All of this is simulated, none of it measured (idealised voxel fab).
Process module heading - voxel tone inversion
Each square cell in cross-section cut measures 5 nm, and the section as a whole is 220 nm wide.
We lay out every cross-section as a grid of square cells and spell it out in bands from the top down, where one band means one or more rows of cells. Band entry format. Leading values: height of top, height of bottom, nm. Remainder: materials in left-to-right order, each with its width in nm. Special words: "full width" on a single material, which then fills the band edge to edge; "blank", empty space. All heights in this document are referenced to 0, defined as the level beneath which the wafer, as received, consists entirely of one material. The lowest band is not bounded below; it extends indefinitely downward and is written in the form "0 down". Width: "30->40" (first number = top row, second number = bottom row, same change from row to row of cells). Reading "nothing different" for a step: not a cell of the cross-section changed in it. Closed-off voids of 8+ cells (no open route to the top) go in "Completely sealed voids", written width x height at distance from the left edge, in nm. Anything after a step's settings on that line? It's the simulator's own note about the step. overlay nm: on a step with a mask, how far right of its planned place the mask lay; negative means left.

**These are the steps we planned for the process**
- 1: RECEIVE,material Si
- 2: CONFORMAL_DEP,material SiCN,thk nm 10
- 3: DIRECTIONAL_DEP,material aC,thk nm 15
- 4: PATTERN,tone cover,mask id POSTS,material resist,width nm 25,pitch nm 55,thk nm 25,overlay nm 0
- 5: DIRECTIONAL_ETCH,etch materials aC,depth nm 15
- 6: STRIP,etch materials resist
- 7: FILL_DEP,material lowk,thk nm 5
- 8: CMP,height nm 25
- 9: STRIP,etch materials aC
- 10: CONFORMAL_DEP,material TiN,thk nm 5
- 11: FILL_DEP,material Ru,thk nm 10
- 12: CMP,height nm 25
- 13: CONFORMAL_DEP,material SiN,thk nm 5

**Cross-section of the wafer at receipt, which is the condition after step 1**
- 0 down = Si full width
- Completely sealed voids: none

**The first of the two wafers as seen in cross-section once the module was finished; processing followed the plan**
- 30 to 25 = SiN full width
- 25 to 15 = lowk: 40 / TiN: 5 / Ru: 15 / TiN: 5 / lowk: 30 / TiN: 5 / Ru: 15 / TiN: 5 / lowk: 30 / TiN: 5 / Ru: 15 / TiN: 5 / lowk: 45
- 15 to 10 = lowk: 40 / TiN: 25 / lowk: 30 / TiN: 25 / lowk: 30 / TiN: 25 / lowk: 45
- 10 to 0 = SiCN full width
- 0 down = Si full width
- Completely sealed voids: none

**Wafer two, end of module, cross-section. Same start, same plan as wafer one. One mistake in the run**
- 35 to 30 = SiN full width
- 30 to 25 = TiN: 45 / Ru: 15 / TiN: 40 / Ru: 15 / TiN: 40 / Ru: 15 / TiN: 50
- 25 to 15 = lowk: 40 / TiN: 5 / Ru: 15 / TiN: 5 / lowk: 30 / TiN: 5 / Ru: 15 / TiN: 5 / lowk: 30 / TiN: 5 / Ru: 15 / TiN: 5 / lowk: 45
- 15 to 10 = lowk: 40 / TiN: 25 / lowk: 30 / TiN: 25 / lowk: 30 / TiN: 25 / lowk: 45
- 10 to 0 = SiCN full width
- 0 down = Si full width
- Completely sealed voids: none
Where did the run depart from the plan? so step 12 ended up running with a different setting than we planned, it ran as CMP,height nm 30
It is noted that, at the conclusion of processing, the second wafer exhibits a higher or lower cell count for certain materials relative to the first: Ru +9, TiN +35
